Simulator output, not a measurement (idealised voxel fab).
You're looking at the process module voxel capacitor over wiring.
Pictured: cross-section cut, 225 nm wide, on a grid of 5 nm square cells.
If you're reading a cross-section in this doc, picture square cells in a grid; it comes to you as bands, top ones listed first down to the bottom, and a band can be one or more rows of cells.
Band entry format. Leading values: height of top, height of bottom, nm. Remainder: materials in left-to-right order, each with its width in nm. Special words: "throughout" on a single material, which then fills the band edge to edge; "blank", empty space.
Heights from 0 (as-received wafer is one material below). Bottom band endless downward, as "0 and below".
With a width like "30 to 40", each row of cells in the band differs from the next by the same amount, the top row carrying the first number and the bottom row the second.
"same as before", as given for a step, is the statement that not any cell of the cross-section underwent a change during that step.
You'll see "Closed-off voids" listing empty spaces that have no way open to the top, as long as they're 8 cells or more; the notation is width x height at distance, where the distance is from the left edge, and all of it is in nm.
It should be noted that, on the line of a given step, the content following the step's settings is a remark produced by the simulator itself with respect to that step.
On any step carrying a mask, the "overlay nm" setting, if present on the step's line, tells how far right of its planned place the mask lay; negative values point to the left.

PLANNED PROCESS STEPS
step 1: RECEIVE with material Si
step 2: CONFORMAL_DEP with material SiO2, thk nm 15
step 3: DIRECTIONAL_DEP with material TiN, thk nm 5
step 4: DIRECTIONAL_DEP with material W, thk nm 15
step 5: MASKED_ETCH with tone cover, mask id METAL_1, width nm 25, pitch nm 95, etch materials W, depth nm 15, overlay nm 0
step 6: MASKED_ETCH with tone cover, mask id METAL_1, width nm 25, pitch nm 95, etch materials TiN, depth nm 5, overlay nm 0
step 7: CONFORMAL_DEP with material SiCN, thk nm 5
step 8: FILL_DEP with material lowk, thk nm 5
step 9: CMP with height nm 35
step 10: CONFORMAL_DEP with material SiCN, thk nm 5
step 11: DIRECTIONAL_DEP with material lowk, thk nm 15
step 12: PATTERN with tone open, mask id PLUG_1, material resist, width nm 15, thk nm 20, overlay nm 0
step 13: DIRECTIONAL_ETCH with etch materials lowk, depth nm 15
step 14: DIRECTIONAL_ETCH with etch materials SiCN, depth nm 5
step 15: STRIP with etch materials resist
step 16: CONFORMAL_DEP with material TiN, thk nm 5
step 17: FILL_DEP with material Ru, thk nm 10
step 18: CMP with height nm 55
step 19: DIRECTIONAL_DEP with material TiN, thk nm 5
step 20: DIRECTIONAL_DEP with material SiN, thk nm 5
step 21: DIRECTIONAL_DEP with material TiN, thk nm 5
step 22: PATTERN with tone cover, mask id UPPER_PLATE, material resist, width nm 75, thk nm 15, overlay nm 0
step 23: DIRECTIONAL_ETCH with etch materials TiN, depth nm 5
step 24: DIRECTIONAL_ETCH with etch materials SiN, depth nm 5
step 25: STRIP with etch materials resist
step 26: MASKED_ETCH with tone cover, mask id LOWER_PLATE, width nm 85, etch materials TiN, depth nm 5, overlay nm 0
step 27: FILL_DEP with material SiO2, thk nm 20
step 28: CMP with height nm 85
step 29: MASKED_ETCH with tone open, mask id PLUG_2, width nm 15, etch materials SiO2, depth nm 15, overlay nm 0
step 30: CONFORMAL_DEP with material TiN, thk nm 5
step 31: FILL_DEP with material Ru, thk nm 10
step 32: CMP with height nm 85
step 33: CONFORMAL_DEP with material SiN, thk nm 5

CROSS-SECTION: WAFER ON ARRIVAL = AFTER STEP 1
> 0 and below: Si throughout
> Closed-off voids: none

FIRST WAFER AT THE END, AS PLANNED
> 90 down to 85: SiN throughout
> 85 down to 75: SiO2 70 nm | TiN 5 nm | Ru 5 nm | TiN 5 nm | SiO2 140 nm
> 75 down to 65: SiO2 70 to 60 nm | TiN 15 to 75 nm | SiO2 140 to 90 nm
> 65 down to 60: SiO2 60 nm | SiN 75 nm | SiO2 90 nm
> 60 down to 55: SiO2 55 nm | TiN 85 nm | SiO2 85 nm
> 55 down to 40: lowk 60 nm | TiN 5 nm | Ru 5 nm | TiN 5 nm | lowk 150 nm
> 40 down to 35: SiCN 60 nm | TiN 15 nm | SiCN 150 nm
> 35 down to 20: lowk 45 nm | SiCN 5 nm | W 25 nm | SiCN 5 nm | lowk 60 nm | SiCN 5 nm | W 25 nm | SiCN 5 nm | lowk 50 nm
> 20 down to 15: SiCN 50 nm | TiN 25 nm | SiCN 70 nm | TiN 25 nm | SiCN 55 nm
> 15 down to 0: SiO2 throughout
> 0 and below: Si throughout
> Closed-off voids: none

SAME START, SAME PLAN AS THE FIRST WAFER - BUT ONE MISTAKE IN THE RUN. CROSS-SECTION OF THE SECOND OF THE TWO AT THE END OF THE MODULE
> 90 down to 85: SiN throughout
> 85 down to 75: SiO2 70 nm | TiN 5 nm | Ru 5 nm | TiN 5 nm | SiO2 140 nm
> 75 down to 65: SiO2 70 to 60 nm | TiN 15 to 75 nm | SiO2 140 to 90 nm
> 65 down to 60: SiO2 60 nm | SiN 75 nm | SiO2 90 nm
> 60 down to 55: SiO2 55 nm | TiN 85 nm | SiO2 85 nm
> 55 down to 50: SiCN 60 nm | TiN 15 nm | SiCN 150 nm
> 50 down to 35: lowk throughout
> 35 down to 20: lowk 45 nm | SiCN 5 nm | W 25 nm | SiCN 5 nm | lowk 60 nm | SiCN 5 nm | W 25 nm | SiCN 5 nm | lowk 50 nm
> 20 down to 15: SiCN 50 nm | TiN 25 nm | SiCN 70 nm | TiN 25 nm | SiCN 55 nm
> 15 down to 0: SiO2 throughout
> 0 and below: Si throughout
> Closed-off voids: none
Where did the run depart from the plan? ran 10 and 11 in swapped order versus the plan
Final tally in cells, some materials are higher or lower on the second wafer than on the first: -3 Ru | -6 TiN | +9 lowk
